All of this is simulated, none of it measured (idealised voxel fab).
Process module heading - voxel double patterning
The width of the displayed cross-section, cut, is 155 nm; its cells are square, with a size of 5 nm.
Cross-section spec: square-cell grid; bands listed top down; each band is one or more rows.
Band: top height; bottom height; in nm. Then, left to right: material with width in nm, for each material. "throughout": a single material spanning edge to edge. "blank": empty space.
The level at which height equals 0 is the one under which the wafer, as it arrives, is entirely one material. No lower edge exists for the bottom band, which continues downward and is notated as in "0 and below".
Width "30..40": first value at the band's top row of cells, second value at its bottom row, equal change from row to row.
Where a step carries "same as before", the cross-section came out of it unchanged, cell for cell.
"Unvented voids": empty spaces of 8 cells or more with no open way to the top, each given as width x height at distance, distance from the left edge, all in nm.
The remark found on a step's line after its settings is issued by the simulator itself and pertains to that step.
overlay nm: for a step with a mask, the amount by which the mask lay right of where it was planned; a negative amount means left of it.

List of planned process steps:
1) RECEIVE (material Si)
2) CONFORMAL_DEP (material SiO2; thk nm 5)
3) DIRECTIONAL_DEP (material polySi; thk nm 10)
4) DIRECTIONAL_DEP (material SiN; thk nm 10)
5) MASKED_ETCH (tone open; mask id FIRST; width nm 15; pitch nm 50; etch materials SiN; depth nm 10; overlay nm 0)
6) PATTERN (tone open; mask id SECOND; material resist; width nm 15; pitch nm 50; thk nm 15; overlay nm 0)
7) DIRECTIONAL_ETCH (etch materials SiN; depth nm 10)
8) STRIP (etch materials resist)
9) DIRECTIONAL_ETCH (etch materials polySi; depth nm 10)
10) STRIP (etch materials SiN)

The first of a set of two wafers, run to plan:

Delivered wafer in cross-section: state after step 1:
  0 and below = Si throughout
  Unvented voids: none

How the wafer stands in section after step 2:
  5 down to 0 = SiO2 throughout
  Under the height 0 nothing was changed.

How the wafer stands in section after step 3:
  15 down to 5 = polySi throughout
  Under the height 5 nothing was changed.

How the wafer stands in section after step 4:
  25 down to 15 = SiN throughout
  Under the height 15 nothing was changed.

How the wafer stands in section after step 5:
  25 down to 15 = 20 of SiN | 15 of blank | 35 of SiN | 15 of blank | 35 of SiN | 15 of blank | 20 of SiN
  Under the height 15 nothing was changed.

How the wafer stands in section after step 6:
  40 down to 25 = 45 of resist | 15 of blank | 35 of resist | 15 of blank | 45 of resist
  25 down to 15 = 20 of SiN | 15 of resist | 35 of SiN | 15 of resist | 35 of SiN | 15 of resist | 20 of SiN
  Under the height 15 nothing was changed.

How the wafer stands in section after step 7:
  40 down to 25 = 45 of resist | 15 of blank | 35 of resist | 15 of blank | 45 of resist
  25 down to 15 = 20 of SiN | 15 of resist | 10 of SiN | 15 of blank | 10 of SiN | 15 of resist | 10 of SiN | 15 of blank | 10 of SiN | 15 of resist | 20 of SiN
  Under the height 15 nothing was changed.

How the wafer stands in section after step 8:
  25 down to 15 = 20 of SiN | 15 of blank | 10 of SiN | 15 of blank | 10 of SiN | 15 of blank | 10 of SiN | 15 of blank | 10 of SiN | 15 of blank | 20 of SiN
  Under the height 15 nothing was changed.

How the wafer stands in section after step 9:
  25 down to 15 = 20 of SiN | 15 of blank | 10 of SiN | 15 of blank | 10 of SiN | 15 of blank | 10 of SiN | 15 of blank | 10 of SiN | 15 of blank | 20 of SiN
  15 down to 5 = 20 of polySi | 15 of blank | 10 of polySi | 15 of blank | 10 of polySi | 15 of blank | 10 of polySi | 15 of blank | 10 of polySi | 15 of blank | 20 of polySi
  Under the height 5 nothing was changed.

How the wafer stands in section after step 10:
  15 down to 5 = 20 of polySi | 15 of blank | 10 of polySi | 15 of blank | 10 of polySi | 15 of blank | 10 of polySi | 15 of blank | 10 of polySi | 15 of blank | 20 of polySi
  Under the height 5 nothing was changed.

The second wafer was prepared from the same starting point and under the same plan as the first; its processing contained one mistake, and it remains indistinguishable from the first wafer up to and including step 1:

Here is the second wafer in cross-section at the point where step 2 of the plan should have been done:
  10 down to 0 = polySi throughout
  Under the height 0 nothing was changed.

Here is the second wafer in cross-section at the point where step 3 of the plan should have been done:
  15 down to 10 = SiO2 throughout
  Under the height 10 nothing was changed.

Here is the second wafer in cross-section at the point where step 4 of the plan should have been done:
  25 down to 15 = SiN throughout
  Under the height 15 nothing was changed.

Here is the second wafer in cross-section at the point where step 5 of the plan should have been done:
  25 down to 15 = 20 of SiN | 15 of blank | 35 of SiN | 15 of blank | 35 of SiN | 15 of blank | 20 of SiN
  Under the height 15 nothing was changed.

Here is the second wafer in cross-section at the point where step 6 of the plan should have been done:
  40 down to 25 = 45 of resist | 15 of blank | 35 of resist | 15 of blank | 45 of resist
  25 down to 15 = 20 of SiN | 15 of resist | 35 of SiN | 15 of resist | 35 of SiN | 15 of resist | 20 of SiN
  Under the height 15 nothing was changed.

Here is the second wafer in cross-section at the point where step 7 of the plan should have been done:
  40 down to 25 = 45 of resist | 15 of blank | 35 of resist | 15 of blank | 45 of resist
  25 down to 15 = 20 of SiN | 15 of resist | 10 of SiN | 15 of blank | 10 of SiN | 15 of resist | 10 of SiN | 15 of blank | 10 of SiN | 15 of resist | 20 of SiN
  Under the height 15 nothing was changed.

Here is the second wafer in cross-section at the point where step 8 of the plan should have been done:
  25 down to 15 = 20 of SiN | 15 of blank | 10 of SiN | 15 of blank | 10 of SiN | 15 of blank | 10 of SiN | 15 of blank | 10 of SiN | 15 of blank | 20 of SiN
  Under the height 15 nothing was changed.

Here is the second wafer in cross-section at the point where step 9 of the plan should have been done: same as before

Here is the second wafer in cross-section at the point where step 10 of the plan should have been done:
  15 down to 10 = SiO2 throughout
  Under the height 10 nothing was changed.
It is concluded that the wafer was processed incorrectly with respect to the plan, in that the intended sequence of steps 2 and 3 was reversed during processing, with each occupying the position of the other
End of process, cell counts, second wafer against first, materials with more or fewer: +30 polySi
